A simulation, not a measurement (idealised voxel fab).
Process module in this document: voxel self aligned contacts
Each square cell in cross-section cut measures 5 nm, and the section as a whole is 200 nm wide.
Cross-section layout: square cells on a grid; listed as bands, top to bottom; a band spans one or more cell rows.
Band: top height; bottom height; in nm. Then, left to right: material with width in nm, for each material. "everywhere": a single material spanning edge to edge. "air": empty space.
Counting heights begins at 0, where everything beneath is, in the wafer as received, one material. The lowest band has no bottom; it goes on downwards, as "0 and below" shows.
When a width is written as two numbers, as in "30->40", the first number is the width in the top row of cells of the band and the second is the width in its bottom row, and the width changes by the same amount from each row to the next.
Step marked "nothing altered"? Then no cell in the cross-section changed in it.
"Voids, sealed": empty spaces of 8 cells or more with no open way to the top, each given as width x height at distance, distance from the left edge, all in nm.
Post-settings text on a step line: simulator's own remark regarding the step.
overlay nm: for a step with a mask, the amount by which the mask lay right of where it was planned; a negative amount means left of it.

**Process steps (planned)**
1. RECEIVE (material Si)
2. CONFORMAL_DEP (material SiO2; thk nm 5)
3. DIRECTIONAL_DEP (material polySi; thk nm 30)
4. DIRECTIONAL_DEP (material SiN; thk nm 20)
5. DIRECTIONAL_DEP (material aC; thk nm 15)
6. PATTERN (tone cover; mask id GATE; material resist; width nm 25; pitch nm 60; thk nm 30; overlay nm 0)
7. DIRECTIONAL_ETCH (etch materials aC; depth nm 15)
8. STRIP (etch materials resist)
9. DIRECTIONAL_ETCH (etch materials SiN; depth nm 20)
10. DIRECTIONAL_ETCH (etch materials polySi; depth nm 30)
11. STRIP (etch materials aC)
12. CONFORMAL_DEP (material SiN; thk nm 10)
13. DIRECTIONAL_ETCH (etch materials SiN; depth nm 10)
14. FILL_DEP (material SiO2; thk nm 15)
15. CMP (height nm 60)
16. MASKED_ETCH (tone open; mask id CONTACT; width nm 45; etch materials SiO2; depth nm 60; overlay nm 0)
17. CONFORMAL_DEP (material TiN; thk nm 5)
18. FILL_DEP (material Ru; thk nm 5)
19. CMP (height nm 60)
20. CONFORMAL_DEP (material SiN; thk nm 5)

**The first of the two wafers, which ran as planned**

**Cross-sectional view of the wafer in its as-received condition, corresponding to the state after step 1**
0 and below = Si everywhere
Voids, sealed: none

**The wafer in cross-section once step 2 is complete**
5 down to 0 = SiO2 everywhere
Below 0, no change.

**The wafer in cross-section once step 3 is complete**
35 down to 5 = polySi everywhere
Below 5, no change.

**The wafer in cross-section once step 4 is complete**
55 down to 35 = SiN everywhere
Below 35, no change.

**The wafer in cross-section once step 5 is complete**
70 down to 55 = aC everywhere
Below 55, no change.

**The wafer in cross-section once step 6 is complete**
100 down to 70 = 55 air; 25 resist; 35 air; 25 resist; 60 air
Below 70, no change.

**The wafer in cross-section once step 7 is complete**
85 down to 70 = 55 air; 25 resist; 35 air; 25 resist; 60 air
70 down to 55 = 55 air; 25 aC; 35 air; 25 aC; 60 air
Below 55, no change.

**The wafer in cross-section once step 8 is complete**
70 down to 55 = 55 air; 25 aC; 35 air; 25 aC; 60 air
Below 55, no change.

**The wafer in cross-section once step 9 is complete**
70 down to 55 = 55 air; 25 aC; 35 air; 25 aC; 60 air
55 down to 35 = 55 air; 25 SiN; 35 air; 25 SiN; 60 air
Below 35, no change.

**The wafer in cross-section once step 10 is complete**
70 down to 55 = 55 air; 25 aC; 35 air; 25 aC; 60 air
55 down to 35 = 55 air; 25 SiN; 35 air; 25 SiN; 60 air
35 down to 5 = 55 air; 25 polySi; 35 air; 25 polySi; 60 air
Below 5, no change.

**The wafer in cross-section once step 11 is complete**
55 down to 35 = 55 air; 25 SiN; 35 air; 25 SiN; 60 air
Below 35, no change.

**The wafer in cross-section once step 12 is complete**
65 down to 35 = 45 air; 45 SiN; 15 air; 45 SiN; 50 air
35 down to 15 = 45 air; 10 SiN; 25 polySi; 10 SiN; 15 air; 10 SiN; 25 polySi; 10 SiN; 50 air
15 down to 5 = 55 SiN; 25 polySi; 35 SiN; 25 polySi; 60 SiN
Below 5, no change.

**The wafer in cross-section once step 13 is complete**
55 down to 35 = 45 air; 45 SiN; 15 air; 45 SiN; 50 air
35 down to 5 = 45 air; 10 SiN; 25 polySi; 10 SiN; 15 air; 10 SiN; 25 polySi; 10 SiN; 50 air
Below 5, no change.

**The wafer in cross-section once step 14 is complete**
70 down to 55 = SiO2 everywhere
55 down to 35 = 45 SiO2; 45 SiN; 15 SiO2; 45 SiN; 50 SiO2
35 down to 5 = 45 SiO2; 10 SiN; 25 polySi; 10 SiN; 15 SiO2; 10 SiN; 25 polySi; 10 SiN; 50 SiO2
Below 5, no change.

**The wafer in cross-section once step 15 is complete**
60 down to 55 = SiO2 everywhere
Below 55, no change.

**The wafer in cross-section once step 16 is complete**
60 down to 55 = 75 SiO2; 45 air; 80 SiO2
55 down to 35 = 45 SiO2; 45 SiN; 15 air; 45 SiN; 50 SiO2
35 down to 5 = 45 SiO2; 10 SiN; 25 polySi; 10 SiN; 15 air; 10 SiN; 25 polySi; 10 SiN; 50 SiO2
5 down to 0 = 90 SiO2; 15 air; 95 SiO2
Below 0, no change.

**The wafer in cross-section once step 17 is complete**
65 down to 60 = 80 TiN; 35 air; 85 TiN
60 down to 55 = 75 SiO2; 20 TiN; 5 air; 20 TiN; 80 SiO2
55 down to 35 = 45 SiO2; 45 SiN; 5 TiN; 5 air; 5 TiN; 45 SiN; 50 SiO2
35 down to 5 = 45 SiO2; 10 SiN; 25 polySi; 10 SiN; 5 TiN; 5 air; 5 TiN; 10 SiN; 25 polySi; 10 SiN; 50 SiO2
5 down to 0 = 90 SiO2; 15 TiN; 95 SiO2
Below 0, no change.

**The wafer in cross-section once step 18 is complete**
70 down to 65 = Ru everywhere
65 down to 60 = 80 TiN; 35 Ru; 85 TiN
60 down to 55 = 75 SiO2; 20 TiN; 5 Ru; 20 TiN; 80 SiO2
55 down to 35 = 45 SiO2; 45 SiN; 5 TiN; 5 Ru; 5 TiN; 45 SiN; 50 SiO2
35 down to 5 = 45 SiO2; 10 SiN; 25 polySi; 10 SiN; 5 TiN; 5 Ru; 5 TiN; 10 SiN; 25 polySi; 10 SiN; 50 SiO2
Below 5, no change.

**The wafer in cross-section once step 19 is complete**
60 down to 55 = 75 SiO2; 20 TiN; 5 Ru; 20 TiN; 80 SiO2
Below 55, no change.

**The wafer in cross-section once step 20 is complete**
65 down to 60 = SiN everywhere
Below 60, no change.

**Wafer two. Same start, same plan, one slip in execution. Same as wafer one through step 2, inclusive**

**Second wafer, cut view, end of step 3 per plan**
25 down to 5 = SiN everywhere
Below 5, no change.

**Second wafer, cut view, end of step 4 per plan**
55 down to 25 = polySi everywhere
Below 25, no change.

**Second wafer, cut view, end of step 5 per plan**
70 down to 55 = aC everywhere
Below 55, no change.

**Second wafer, cut view, end of step 6 per plan**
100 down to 70 = 55 air; 25 resist; 35 air; 25 resist; 60 air
Below 70, no change.

**Second wafer, cut view, end of step 7 per plan**
85 down to 70 = 55 air; 25 resist; 35 air; 25 resist; 60 air
70 down to 55 = 55 air; 25 aC; 35 air; 25 aC; 60 air
Below 55, no change.

**Second wafer, cut view, end of step 8 per plan**
70 down to 55 = 55 air; 25 aC; 35 air; 25 aC; 60 air
Below 55, no change.

Second wafer, cut view, end of step 9 per plan: nothing altered

**Second wafer, cut view, end of step 10 per plan**
70 down to 55 = 55 air; 25 aC; 35 air; 25 aC; 60 air
55 down to 25 = 55 air; 25 polySi; 35 air; 25 polySi; 60 air
Below 25, no change.

**Second wafer, cut view, end of step 11 per plan**
55 down to 25 = 55 air; 25 polySi; 35 air; 25 polySi; 60 air
Below 25, no change.

**Second wafer, cut view, end of step 12 per plan**
65 down to 55 = 45 air; 45 SiN; 15 air; 45 SiN; 50 air
55 down to 35 = 45 air; 10 SiN; 25 polySi; 10 SiN; 15 air; 10 SiN; 25 polySi; 10 SiN; 50 air
35 down to 25 = 55 SiN; 25 polySi; 35 SiN; 25 polySi; 60 SiN
Below 25, no change.

**Second wafer, cut view, end of step 13 per plan**
55 down to 25 = 45 air; 10 SiN; 25 polySi; 10 SiN; 15 air; 10 SiN; 25 polySi; 10 SiN; 50 air
Below 25, no change.

**Second wafer, cut view, end of step 14 per plan**
70 down to 55 = SiO2 everywhere
55 down to 25 = 45 SiO2; 10 SiN; 25 polySi; 10 SiN; 15 SiO2; 10 SiN; 25 polySi; 10 SiN; 50 SiO2
Below 25, no change.

**Second wafer, cut view, end of step 15 per plan**
60 down to 55 = SiO2 everywhere
Below 55, no change.

**Second wafer, cut view, end of step 16 per plan**
60 down to 55 = 75 SiO2; 45 air; 80 SiO2
55 down to 25 = 45 SiO2; 10 SiN; 25 polySi; 10 SiN; 15 air; 10 SiN; 25 polySi; 10 SiN; 50 SiO2
Below 25, no change.

**Second wafer, cut view, end of step 17 per plan**
65 down to 60 = 80 TiN; 35 air; 85 TiN
60 down to 55 = 75 SiO2; 20 TiN; 5 air; 20 TiN; 80 SiO2
55 down to 30 = 45 SiO2; 10 SiN; 25 polySi; 10 SiN; 5 TiN; 5 air; 5 TiN; 10 SiN; 25 polySi; 10 SiN; 50 SiO2
30 down to 25 = 45 SiO2; 10 SiN; 25 polySi; 10 SiN; 15 TiN; 10 SiN; 25 polySi; 10 SiN; 50 SiO2
Below 25, no change.

**Second wafer, cut view, end of step 18 per plan**
70 down to 65 = Ru everywhere
65 down to 60 = 80 TiN; 35 Ru; 85 TiN
60 down to 55 = 75 SiO2; 20 TiN; 5 Ru; 20 TiN; 80 SiO2
55 down to 30 = 45 SiO2; 10 SiN; 25 polySi; 10 SiN; 5 TiN; 5 Ru; 5 TiN; 10 SiN; 25 polySi; 10 SiN; 50 SiO2
Below 30, no change.

**Second wafer, cut view, end of step 19 per plan**
60 down to 55 = 75 SiO2; 20 TiN; 5 Ru; 20 TiN; 80 SiO2
Below 55, no change.

**Second wafer, cut view, end of step 20 per plan**
65 down to 60 = SiN everywhere
Below 60, no change.
Diagnosis: the processing plan was not followed for steps 3 and 4, which were run with their positions exchanged
Materials where the second wafer ends with more or fewer cells than the first: Ru -5 | SiN +88 | SiO2 -73 | TiN -10
